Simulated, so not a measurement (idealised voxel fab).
Presented below is a process module, voxel spacer lines.
For reference, the cross-section in this document is cut, with width 245 nm and square cells of 5 nm.
For the purposes of this document, a cross-section shall be understood as a grid of square cells, specified as bands listed in top-to-bottom order, each band consisting of one or more rows of cells. Basically the band line says how high the top is and how high the bottom is, in nm, and then what's in it from left to right, every material with its width in nm. Empty space shows up as "empty", and if a single material carries "throughout" it runs the full band edge to edge. Zero point of the height axis is 0; under it, received wafer = one material. Lowest band: continues down indefinitely, "0 and below". A two-number width, for instance "30 to 40", indicates that the width is equal to the first number in the top row of the band and to the second number in the bottom row, and that it changes by a constant amount per row of cells. Basically "nothing got changed" means that step didn't change any cell in the cross-section. Under "Catalogued sealed voids" you'll find the enclosed gaps, the ones with no way out to the top, that are 8 cells or bigger; each reads width x height at distance, with distance counted from the left edge, everything in nm. The remark found on a step's line after its settings is issued by the simulator itself and pertains to that step. The optional step-line setting "overlay nm" applies to steps with a mask and quantifies how far to the right of its planned location the mask lay, a negative value indicating leftward placement.

The following list gives the planned process steps:
1,RECEIVE,material Si
2,CONFORMAL_DEP,material Al2O3,thk nm 10
3,DIRECTIONAL_DEP,material TiN,thk nm 10
4,DIRECTIONAL_DEP,material aC,thk nm 20
5,PATTERN,tone cover,mask id MANDREL,material resist,width nm 20,pitch nm 70,thk nm 30,overlay nm 0
6,DIRECTIONAL_ETCH,etch materials aC,depth nm 20
7,STRIP,etch materials resist
8,CONFORMAL_DEP,material SiO2,thk nm 15
9,DIRECTIONAL_ETCH,etch materials SiO2,depth nm 15
10,STRIP,etch materials aC
11,DIRECTIONAL_ETCH,etch materials TiN,depth nm 10
12,STRIP,etch materials SiO2

What follows covers the first of two wafers; it ran as planned:

Cross-section: wafer on arrival = after step 1:
	0 and below  Si throughout
	Catalogued sealed voids: none

Wafer xsec, post step 2:
	10 down to 0  Al2O3 throughout
	Below a height of 0, the structure has not been altered.

Wafer xsec, post step 3:
	20 down to 10  TiN throughout
	Below a height of 10, the structure has not been altered.

Wafer xsec, post step 4:
	40 down to 20  aC throughout
	Below a height of 20, the structure has not been altered.

Wafer xsec, post step 5:
	70 down to 40  40 of empty  20 of resist  50 of empty  20 of resist  50 of empty  20 of resist  45 of empty
	Below a height of 40, the structure has not been altered.

Wafer xsec, post step 6:
	50 down to 40  40 of empty  20 of resist  50 of empty  20 of resist  50 of empty  20 of resist  45 of empty
	40 down to 20  40 of empty  20 of aC  50 of empty  20 of aC  50 of empty  20 of aC  45 of empty
	Below a height of 20, the structure has not been altered.

Wafer xsec, post step 7:
	40 down to 20  40 of empty  20 of aC  50 of empty  20 of aC  50 of empty  20 of aC  45 of empty
	Below a height of 20, the structure has not been altered.

Wafer xsec, post step 8:
	55 down to 40  25 of empty  50 of SiO2  20 of empty  50 of SiO2  20 of empty  50 of SiO2  30 of empty
	40 down to 35  25 of empty  15 of SiO2  20 of aC  15 of SiO2  20 of empty  15 of SiO2  20 of aC  15 of SiO2  20 of empty  15 of SiO2  20 of aC  15 of SiO2  30 of empty
	35 down to 20  40 of SiO2  20 of aC  50 of SiO2  20 of aC  50 of SiO2  20 of aC  45 of SiO2
	Below a height of 20, the structure has not been altered.

Wafer xsec, post step 9:
	40 down to 20  25 of empty  15 of SiO2  20 of aC  15 of SiO2  20 of empty  15 of SiO2  20 of aC  15 of SiO2  20 of empty  15 of SiO2  20 of aC  15 of SiO2  30 of empty
	Below a height of 20, the structure has not been altered.

Wafer xsec, post step 10:
	40 down to 20  25 of empty  15 of SiO2  20 of empty  15 of SiO2  20 of empty  15 of SiO2  20 of empty  15 of SiO2  20 of empty  15 of SiO2  20 of empty  15 of SiO2  30 of empty
	Below a height of 20, the structure has not been altered.

Wafer xsec, post step 11:
	40 down to 20  25 of empty  15 of SiO2  20 of empty  15 of SiO2  20 of empty  15 of SiO2  20 of empty  15 of SiO2  20 of empty  15 of SiO2  20 of empty  15 of SiO2  30 of empty
	20 down to 10  25 of empty  15 of TiN  20 of empty  15 of TiN  20 of empty  15 of TiN  20 of empty  15 of TiN  20 of empty  15 of TiN  20 of empty  15 of TiN  30 of empty
	Below a height of 10, the structure has not been altered.

Wafer xsec, post step 12:
	20 down to 10  25 of empty  15 of TiN  20 of empty  15 of TiN  20 of empty  15 of TiN  20 of empty  15 of TiN  20 of empty  15 of TiN  20 of empty  15 of TiN  30 of empty
	Below a height of 10, the structure has not been altered.

Notes, second wafer: start = first wafer's, plan = first wafer's, execution had one mistake; history identical to first through step 2:

Cross-sectional representation of the second wafer at the time designated in the plan for the completion of step 3:
	30 down to 10  aC throughout
	Below a height of 10, the structure has not been altered.

Cross-sectional representation of the second wafer at the time designated in the plan for the completion of step 4:
	40 down to 30  TiN throughout
	Below a height of 30, the structure has not been altered.

Cross-sectional representation of the second wafer at the time designated in the plan for the completion of step 5:
	70 down to 40  40 of empty  20 of resist  50 of empty  20 of resist  50 of empty  20 of resist  45 of empty
	Below a height of 40, the structure has not been altered.

Cross-sectional representation of the second wafer at the time designated in the plan for the completion of step 6:
	50 down to 40  40 of empty  20 of resist  50 of empty  20 of resist  50 of empty  20 of resist  45 of empty
	Below a height of 40, the structure has not been altered.

Cross-sectional representation of the second wafer at the time designated in the plan for the completion of step 7:
	40 down to 30  TiN throughout
	Below a height of 30, the structure has not been altered.

Cross-sectional representation of the second wafer at the time designated in the plan for the completion of step 8:
	55 down to 40  SiO2 throughout
	Below a height of 40, the structure has not been altered.

Cross-sectional representation of the second wafer at the time designated in the plan for the completion of step 9:
	40 down to 30  TiN throughout
	Below a height of 30, the structure has not been altered.

Cross-sectional representation of the second wafer at the time designated in the plan for the completion of step 10: nothing got changed

Cross-sectional representation of the second wafer at the time designated in the plan for the completion of step 11:
	30 down to 10  aC throughout
	Below a height of 10, the structure has not been altered.

Cross-sectional representation of the second wafer at the time designated in the plan for the completion of step 12: nothing got changed
It is concluded that the wafer was processed incorrectly with respect to the plan, in that steps 3 and 4 swapped
End check, counted in cells, second wafer has more or fewer of these materials than the first: TiN: 36 fewer, aC: 196 more
